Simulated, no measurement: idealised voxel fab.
Proc. module: voxel spacer lines
Shown is cross-section cut, with a width of 185 nm and square cells of size 5 nm.
This document writes a cross-section as a grid whose cells are square, and gives it as bands, listed from the top down; one or more rows of cells form a band. Look at the band entry: it leads with the top's height and the bottom's height in nm. Then it lists the materials left to right, with a width in nm for each. The word "edge to edge" on a single material says that material fills the band edge to edge. The word "blank" is empty space. For the purposes of this specification, 0 denotes the height below which the wafer in its as-received condition is composed wholly of one material, and the lowermost band, lacking a lower limit, extends downward without end, as expressed in "0 and below". The expression "30->40" gives the width at the extremes of the band, the first number at its top row of cells and the second at its bottom row, with the width changing by equal amounts from each row to the next in between. No cell of the cross-section changed in a step that is given as "remained the same". "Completely sealed voids" lists enclosed empty spaces (at least 8 cells, no open path upward to the top), each as width x height at distance from the left edge, in nm. Formally, on a step line, whatever follows the settings is a remark that the simulator itself makes on the step. "overlay nm" on a masked step: distance the mask lay right of its planned place, negative for left.

Planned process steps:
- 1: RECEIVE,material Si
- 2: CONFORMAL_DEP,material Al2O3,thk nm 10
- 3: DIRECTIONAL_DEP,material SiN,thk nm 10
- 4: DIRECTIONAL_DEP,material polySi,thk nm 30
- 5: PATTERN,tone cover,mask id MANDREL,material resist,width nm 20,pitch nm 60,thk nm 40,overlay nm 0
- 6: DIRECTIONAL_ETCH,etch materials polySi,depth nm 30
- 7: STRIP,etch materials resist
- 8: CONFORMAL_DEP,material SiO2,thk nm 10
- 9: DIRECTIONAL_ETCH,etch materials SiO2,depth nm 10
- 10: STRIP,etch materials polySi
- 11: DIRECTIONAL_ETCH,etch materials SiN,depth nm 10
- 12: STRIP,etch materials SiO2

Cross-section of the wafer as it came to us, i.e., already through step 1:
* 0 and below = Si edge to edge
* Completely sealed voids: none

Here's the cross-section of the first of our two wafers at the end of the module - it ran as planned:
* 20 down to 10 = 10 nm blank, then 10 nm SiN, then 20 nm blank, then 10 nm SiN, then 20 nm blank, then 10 nm SiN, then 20 nm blank, then 10 nm SiN, then 20 nm blank, then 10 nm SiN, then 20 nm blank, then 10 nm SiN, then 15 nm blank
* 10 down to 0 = Al2O3 edge to edge
* 0 and below = Si edge to edge
* Completely sealed voids: none

This cross-section belongs to the second wafer of two at the end of the module; the start and the plan were shared with the first, and the run included one mistake:
* 25 down to 15 = 10 nm blank, then 10 nm SiN, then 20 nm blank, then 10 nm SiN, then 20 nm blank, then 10 nm SiN, then 20 nm blank, then 10 nm SiN, then 20 nm blank, then 10 nm SiN, then 20 nm blank, then 10 nm SiN, then 15 nm blank
* 15 down to 0 = Al2O3 edge to edge
* 0 and below = Si edge to edge
* Completely sealed voids: none
So what did we get wrong on this run? step 2 did not happen as planned, as run it was CONFORMAL_DEP,material Al2O3,thk nm 15
Final wafer comparison in cells, second versus first, more or fewer per material: Al2O3 +37
